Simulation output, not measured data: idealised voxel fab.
Process module, titled voxel transistor to metal
Displayed cross-section: cut, width of 265 nm, square cells sized 5 nm.
A cross-section is written here as square cells arranged in a grid, and it is given in bands from the top down, each band taking up one or more rows of cells. The entry gives the band's vertical extent as a top height and a bottom height in nm, then its horizontal make-up as materials from left to right, each with a width in nm. "air" stands for empty space; a single material marked "all across" fills the band edge to edge. Below 0: as-received wafer, all one material; heights counted from there. Lowest band: no bottom, goes on down, written "0 -> down". A two-number width, for instance "30->40", indicates that the width is equal to the first number in the top row of the band and to the second number in the bottom row, and that it changes by a constant amount per row of cells. Given "same as before" for a step, no cell of the cross-section differs between before and after that step. Heads up: "Closed void roster" only lists the empty pockets with no open path to the top that are 8 cells or more, and it writes them as width x height at distance, distance from the left edge, in nm. Text after the settings on a step's line: the simulator's own remark on that step. Regarding "overlay nm": on a step with a mask, it is the distance the mask lay to the right of its planned place; a negative value places it to the left.

-- Here's what the planned process steps look like
step 1: RECEIVE (material Si)
step 2: CONFORMAL_DEP (material SiO2; thk nm 5)
step 3: CONFORMAL_DEP (material SiN; thk nm 15)
step 4: PATTERN (tone cover; mask id ACTIVE; material resist; width nm 100; pitch nm 125; thk nm 15; overlay nm 0)
step 5: DIRECTIONAL_ETCH (etch materials SiN; depth nm 15)
step 6: DIRECTIONAL_ETCH (etch materials SiO2; depth nm 5)
step 7: DIRECTIONAL_ETCH (etch materials Si; depth nm 30)
step 8: STRIP (etch materials resist)
step 9: OXIDIZE (depth nm 5)
step 10: FILL_DEP (material SiO2; thk nm 15)
step 11: CMP (height nm 20)
step 12: SELECTIVE_ETCH (etch materials SiO2; depth nm 5)
step 13: STRIP (etch materials SiN)
step 14: SELECTIVE_ETCH (etch materials SiO2; depth nm 5)
step 15: OXIDIZE (depth nm 5)
step 16: DIRECTIONAL_DEP (material polySi; thk nm 10)
step 17: DIRECTIONAL_DEP (material SiCN; thk nm 10)
step 18: DIRECTIONAL_DEP (material aC; thk nm 10)
step 19: PATTERN (tone cover; mask id GATE; material resist; width nm 20; pitch nm 125; thk nm 30; overlay nm 0)
step 20: DIRECTIONAL_ETCH (etch materials aC; depth nm 10)
step 21: STRIP (etch materials resist)
step 22: DIRECTIONAL_ETCH (etch materials SiCN; depth nm 20)
step 23: DIRECTIONAL_ETCH (etch materials polySi; depth nm 30)
step 24: STRIP (etch materials aC)
step 25: CONFORMAL_DEP (material SiO2; thk nm 5)
step 26: DIRECTIONAL_ETCH (etch materials SiO2; depth nm 5)
step 27: CONFORMAL_DEP (material SiN; thk nm 10)
step 28: DIRECTIONAL_ETCH (etch materials SiN; depth nm 10)
step 29: DIRECTIONAL_ETCH (etch materials SiO2; depth nm 5)
step 30: DIRECTIONAL_ETCH (etch materials Si; depth nm 5)
step 31: EPI (material pSi; thk nm 10)
step 32: FILL_DEP (material SiO2; thk nm 10)
step 33: CMP (height nm 30)
step 34: DIRECTIONAL_DEP (material SiO2; thk nm 10)
step 35: PATTERN (tone open; mask id CONTACT; material resist; width nm 30; thk nm 20; overlay nm 0)
step 36: DIRECTIONAL_ETCH (etch materials SiO2; depth nm 35)
step 37: STRIP (etch materials resist)
step 38: CONFORMAL_DEP (material TiN; thk nm 5)
step 39: FILL_DEP (material W; thk nm 5)
step 40: CMP (height nm 40)
step 41: DIRECTIONAL_DEP (material TiN; thk nm 5)
step 42: DIRECTIONAL_DEP (material W; thk nm 15)
step 43: MASKED_ETCH (tone cover; mask id METAL_1; width nm 15; etch materials W; depth nm 15; overlay nm 0)
step 44: MASKED_ETCH (tone cover; mask id METAL_1; width nm 15; etch materials TiN; depth nm 5; overlay nm 0)
step 45: CONFORMAL_DEP (material SiCN; thk nm 5)
step 46: FILL_DEP (material SiO2; thk nm 10)
step 47: CMP (height nm 60)
step 48: CONFORMAL_DEP (material SiCN; thk nm 5)
step 49: DIRECTIONAL_DEP (material SiO2; thk nm 35)
step 50: MASKED_ETCH (tone open; mask id METAL_2; width nm 15; pitch nm 125; etch materials SiO2; depth nm 20; overlay nm 0)
step 51: PATTERN (tone open; mask id METAL_2_HOLES; material resist; width nm 15; pitch nm 125; thk nm 20; overlay nm 0)
step 52: DIRECTIONAL_ETCH (etch materials SiO2; depth nm 15)
step 53: DIRECTIONAL_ETCH (etch materials SiCN; depth nm 5)
step 54: STRIP (etch materials resist)
step 55: CONFORMAL_DEP (material TiN; thk nm 5)
step 56: FILL_DEP (material Cu; thk nm 5)
step 57: CMP (height nm 100)
step 58: CONFORMAL_DEP (material SiN; thk nm 5)
It is noted that the wafers described herein are identical at the outset and are distinguished by the thk nm of step 16; the value stated in the plan corresponds to the first wafer.

-- Incoming state of the first of several wafers in cross-section: after step 1
	0 -> down  Si all across
	Closed void roster: none

-- The following table contains a row per wafer, in which are reported, at the conclusion of the module, the cells of each material gained (+) or lost (-) since the wafer's receipt, with its closed voids given thereafter
thk nm 10, +14 Cu, -167 Si, +128 SiCN, +101 SiN, +763 SiO2, +118 TiN, +104 W, +36 pSi, +16 polySi, Closed void roster: none
thk nm 15, +14 Cu, -167 Si, +128 SiCN, +109 SiN, +755 SiO2, +118 TiN, +96 W, +36 pSi, +24 polySi, Closed void roster: none
thk nm 20, +14 Cu, -167 Si, +128 SiCN, +117 SiN, +747 SiO2, +118 TiN, +88 W, +36 pSi, +32 polySi, Closed void roster: none
thk nm 25, +14 Cu, -167 Si, +120 SiCN, +117 SiN, +747 SiO2, +118 TiN, +88 W, +36 pSi, +40 polySi, Closed void roster: none
thk nm 30, +14 Cu, -167 Si, +112 SiCN, +117 SiN, +747 SiO2, +118 TiN, +88 W, +36 pSi, +48 polySi, Closed void roster: none
